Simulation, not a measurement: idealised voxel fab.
The process module that follows is named voxel ribs on slabs.
Each square cell in cross-section cut measures 5 nm, and the section as a whole is 235 nm wide.
Cross-section = grid of square cells, listed top down in bands; band = one or more rows.
In this notation a band is specified by the heights of its top and bottom, in that order and in nm, after which its materials appear from left to right, each paired with its width in nm. The word "full width" attached to a single material means that material fills the band from edge to edge; the word "air" stands for empty space.
A quick word on heights: they are counted from 0, and under that level the wafer as it came to us is one material throughout. The lowest band is different from the rest in having no bottom; it simply continues downward, written as in "0..down".
A width given as "30..40" starts at the first number in the band's top row and ends at the second number in its bottom row, shifting by an equal amount at every step from row to row.
Step marked "nothing different"? Then no cell in the cross-section changed in it.
What "Closed void inventory" gives you is every empty space of 8 cells or more that is cut off from the top. Each appears as width x height at distance, with the distance taken from the left edge and width, height and distance all in nm.
after a step's settings: what the simulator itself notes on the step
overlay nm: mask offset rightward from planned place, masked step; negative means leftward offset.
PLANNED STEP LIST FOR THE PROCESS
1. RECEIVE | material Si
2. DIRECTIONAL_DEP | material SiO2 | thk nm 25
3. DIRECTIONAL_DEP | material polySi | thk nm 25
4. DIRECTIONAL_DEP | material aC | thk nm 15
5. PATTERN | tone cover | mask id RIB | material resist | width nm 20 | thk nm 30 | overlay nm 0
6. DIRECTIONAL_ETCH | etch materials aC | depth nm 15
7. STRIP | etch materials resist
8. DIRECTIONAL_ETCH | etch materials polySi | depth nm 15
9. STRIP | etch materials aC
10. PATTERN | tone cover | mask id SLAB | material resist | width nm 60 | thk nm 20 | overlay nm 0
11. DIRECTIONAL_ETCH | etch materials polySi | depth nm 10
12. STRIP | etch materials resist
13. FILL_DEP | material SiO2 | thk nm 20
14. CMP | height nm 65
15. DIRECTIONAL_DEP | material W | thk nm 10
16. MASKED_ETCH | tone cover | mask id HEATER | width nm 30 | etch materials W | depth nm 10 | overlay nm 0
17. CONFORMAL_DEP | material SiN | thk nm 10
THE FOLLOWING PERTAINS TO THE FIRST OF TWO WAFERS, WHICH WAS PROCESSED AS PLANNED
INCOMING WAFER, CROSS-SECTIONAL VIEW, POST STEP 1
> 0..down = Si full width
> Closed void inventory: none
AFTER STEP 2, IN CROSS-SECTION
> 25..0 = SiO2 full width
> Below 0 it's all the same as before, nothing changed down there.
AFTER STEP 3, IN CROSS-SECTION
> 50..25 = polySi full width
> Below 25 it's all the same as before, nothing changed down there.
AFTER STEP 4, IN CROSS-SECTION
> 65..50 = aC full width
> Below 50 it's all the same as before, nothing changed down there.
AFTER STEP 5, IN CROSS-SECTION
> 95..65 = air (105) / resist (20) / air (110)
> Below 65 it's all the same as before, nothing changed down there.
AFTER STEP 6, IN CROSS-SECTION
> 80..65 = air (105) / resist (20) / air (110)
> 65..50 = air (105) / aC (20) / air (110)
> Below 50 it's all the same as before, nothing changed down there.
AFTER STEP 7, IN CROSS-SECTION
> 65..50 = air (105) / aC (20) / air (110)
> Below 50 it's all the same as before, nothing changed down there.
AFTER STEP 8, IN CROSS-SECTION
> 65..50 = air (105) / aC (20) / air (110)
> 50..35 = air (105) / polySi (20) / air (110)
> Below 35 it's all the same as before, nothing changed down there.
AFTER STEP 9, IN CROSS-SECTION
> 50..35 = air (105) / polySi (20) / air (110)
> Below 35 it's all the same as before, nothing changed down there.
AFTER STEP 10, IN CROSS-SECTION
> 70..50 = air (85) / resist (60) / air (90)
> 50..35 = air (85) / resist (20) / polySi (20) / resist (20) / air (90)
> Below 35 it's all the same as before, nothing changed down there.
AFTER STEP 11, IN CROSS-SECTION
> 70..50 = air (85) / resist (60) / air (90)
> 50..35 = air (85) / resist (20) / polySi (20) / resist (20) / air (90)
> 35..25 = air (85) / polySi (60) / air (90)
> Below 25 it's all the same as before, nothing changed down there.
AFTER STEP 12, IN CROSS-SECTION
> 50..35 = air (105) / polySi (20) / air (110)
> Below 35 it's all the same as before, nothing changed down there.
AFTER STEP 13, IN CROSS-SECTION
> 70..50 = SiO2 full width
> 50..35 = SiO2 (105) / polySi (20) / SiO2 (110)
> 35..25 = SiO2 (85) / polySi (60) / SiO2 (90)
> Below 25 it's all the same as before, nothing changed down there.
AFTER STEP 14, IN CROSS-SECTION
> 65..50 = SiO2 full width
> Below 50 it's all the same as before, nothing changed down there.
AFTER STEP 15, IN CROSS-SECTION
> 75..65 = W full width
> Below 65 it's all the same as before, nothing changed down there.
AFTER STEP 16, IN CROSS-SECTION
> 75..65 = air (100) / W (30) / air (105)
> Below 65 it's all the same as before, nothing changed down there.
AFTER STEP 17, IN CROSS-SECTION
> 85..75 = air (90) / SiN (50) / air (95)
> 75..65 = SiN (100) / W (30) / SiN (105)
> Below 65 it's all the same as before, nothing changed down there.
SECOND WAFER, SAME STARTING STATE AND PLAN AS THE FIRST, ONE MISTAKE IN THE RUN, IDENTICAL THROUGH STEP 2
CROSS-SECTION OF THE SECOND WAFER WHEN, ACCORDING TO PLAN, STEP 3 SHOULD HAVE FINISHED
> 40..25 = aC full width
> Below 25 it's all the same as before, nothing changed down there.
CROSS-SECTION OF THE SECOND WAFER WHEN, ACCORDING TO PLAN, STEP 4 SHOULD HAVE FINISHED
> 65..40 = polySi full width
> Below 40 it's all the same as before, nothing changed down there.
CROSS-SECTION OF THE SECOND WAFER WHEN, ACCORDING TO PLAN, STEP 5 SHOULD HAVE FINISHED
> 95..65 = air (105) / resist (20) / air (110)
> Below 65 it's all the same as before, nothing changed down there.
CROSS-SECTION OF THE SECOND WAFER WHEN, ACCORDING TO PLAN, STEP 6 SHOULD HAVE FINISHED
> 80..65 = air (105) / resist (20) / air (110)
> Below 65 it's all the same as before, nothing changed down there.
CROSS-SECTION OF THE SECOND WAFER WHEN, ACCORDING TO PLAN, STEP 7 SHOULD HAVE FINISHED
> 65..40 = polySi full width
> Below 40 it's all the same as before, nothing changed down there.
CROSS-SECTION OF THE SECOND WAFER WHEN, ACCORDING TO PLAN, STEP 8 SHOULD HAVE FINISHED
> 50..40 = polySi full width
> Below 40 it's all the same as before, nothing changed down there.
Cross-section of the second wafer when, according to plan, step 9 should have finished: nothing different
CROSS-SECTION OF THE SECOND WAFER WHEN, ACCORDING TO PLAN, STEP 10 SHOULD HAVE FINISHED
> 70..50 = air (85) / resist (60) / air (90)
> Below 50 it's all the same as before, nothing changed down there.
CROSS-SECTION OF THE SECOND WAFER WHEN, ACCORDING TO PLAN, STEP 11 SHOULD HAVE FINISHED
> 70..50 = air (85) / resist (60) / air (90)
> 50..40 = air (85) / polySi (60) / air (90)
> Below 40 it's all the same as before, nothing changed down there.
CROSS-SECTION OF THE SECOND WAFER WHEN, ACCORDING TO PLAN, STEP 12 SHOULD HAVE FINISHED
> 50..40 = air (85) / polySi (60) / air (90)
> Below 40 it's all the same as before, nothing changed down there.
CROSS-SECTION OF THE SECOND WAFER WHEN, ACCORDING TO PLAN, STEP 13 SHOULD HAVE FINISHED
> 70..50 = SiO2 full width
> 50..40 = SiO2 (85) / polySi (60) / SiO2 (90)
> Below 40 it's all the same as before, nothing changed down there.
CROSS-SECTION OF THE SECOND WAFER WHEN, ACCORDING TO PLAN, STEP 14 SHOULD HAVE FINISHED
> 65..50 = SiO2 full width
> Below 50 it's all the same as before, nothing changed down there.
CROSS-SECTION OF THE SECOND WAFER WHEN, ACCORDING TO PLAN, STEP 15 SHOULD HAVE FINISHED
> 75..65 = W full width
> Below 65 it's all the same as before, nothing changed down there.
CROSS-SECTION OF THE SECOND WAFER WHEN, ACCORDING TO PLAN, STEP 16 SHOULD HAVE FINISHED
> 75..65 = air (100) / W (30) / air (105)
> Below 65 it's all the same as before, nothing changed down there.
CROSS-SECTION OF THE SECOND WAFER WHEN, ACCORDING TO PLAN, STEP 17 SHOULD HAVE FINISHED
> 85..75 = air (90) / SiN (50) / air (95)
> 75..65 = SiN (100) / W (30) / SiN (105)
> Below 65 it's all the same as before, nothing changed down there.
Misprocessing identified: a sequencing error occurred in which plan steps 3 and 4 were transposed
Looking at both finished wafers in cells, the second ends up ahead of or behind the first on some materials: SiO2: 129 fewer; aC: 141 more; polySi: 12 fewer
